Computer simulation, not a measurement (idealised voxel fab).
process module | voxel released beams
cross-section cut | 225 nm wide | cells 5 nm
A cross-section is a grid of square cells, given in bands from the top down. A band is one or more rows of cells.
Each band's line starts with the height of the band's top and of its bottom, in nm. Then come its materials from left to right, each with its width in nm. One material with "throughout" fills the band from edge to edge. "air" is empty space.
Height 0 is the level under which the wafer as received is all one material. The lowest band goes on downwards, as in "0 down".
A width such as "30 to 40" changes by the same amount from each row of cells to the next, from the band's top row to its bottom row.
"no change" after a step means that no cell of the cross-section changed.
closed voids: empty space of 8 cells or more with no open way to the top, each as width x height at its distance from the left edge, in nm
after a step's settings: what the simulator itself notes on the step
overlay nm, on a step with a mask: how far to the right of its planned place the mask lay; to the left if negative
plan
1 op RECEIVE | material Si
2 op CONFORMAL_DEP | material Al2O3 | thk nm 5
3 op DIRECTIONAL_DEP | material SiO2 | thk nm 20
4 op MASKED_ETCH | tone open | mask id ANCHOR | width nm 40 | etch materials SiO2 | depth nm 20 | overlay nm 0
5 op CONFORMAL_DEP | material SiN | thk nm 15
6 op MASKED_ETCH | tone cover | mask id BEAM | width nm 120 | etch materials SiN | depth nm 15 | overlay nm 0
7 op STRIP | etch materials SiO2
first wafer, as planned
as received, after step 1
  0 down: Si throughout
  closed voids: none
after step 2
  5 to 0: Al2O3 throughout
  below 0: unchanged
after step 3
  25 to 5: SiO2 throughout
  below 5: unchanged
after step 4
  25 to 5: SiO2 55 | air 40 | SiO2 130
  below 5: unchanged
after step 5
  40 to 25: SiN 70 | air 10 | SiN 145
  25 to 20: SiO2 55 | SiN 15 | air 10 | SiN 15 | SiO2 130
  20 to 5: SiO2 55 | SiN 40 | SiO2 130
  below 5: unchanged
after step 6
  40 to 25: air 50 | SiN 20 | air 10 | SiN 90 | air 55
  below 25: unchanged
after step 7
  40 to 25: air 50 | SiN 20 | air 10 | SiN 90 | air 55
  25 to 20: air 55 | SiN 15 | air 10 | SiN 15 | air 130
  20 to 5: air 55 | SiN 40 | air 130
  below 5: unchanged
second wafer: like start, like plan, one mistake. Through step 5 it matches the first wafer
when step 6 should have ended
  40 to 25: air 50 | SiN 20 | air 10 | SiN 95 | air 50
  below 25: unchanged
when step 7 should have ended
  40 to 25: air 50 | SiN 20 | air 10 | SiN 95 | air 50
  25 to 20: air 55 | SiN 15 | air 10 | SiN 15 | air 130
  20 to 5: air 55 | SiN 40 | air 130
  below 5: unchanged
what went wrong: step 6 ran as: op MASKED_ETCH | tone cover | mask id BEAM | width nm 125 | etch materials SiN | depth nm 15 | overlay nm 0
at the end the second wafer has, in cells: 3 more of SiN
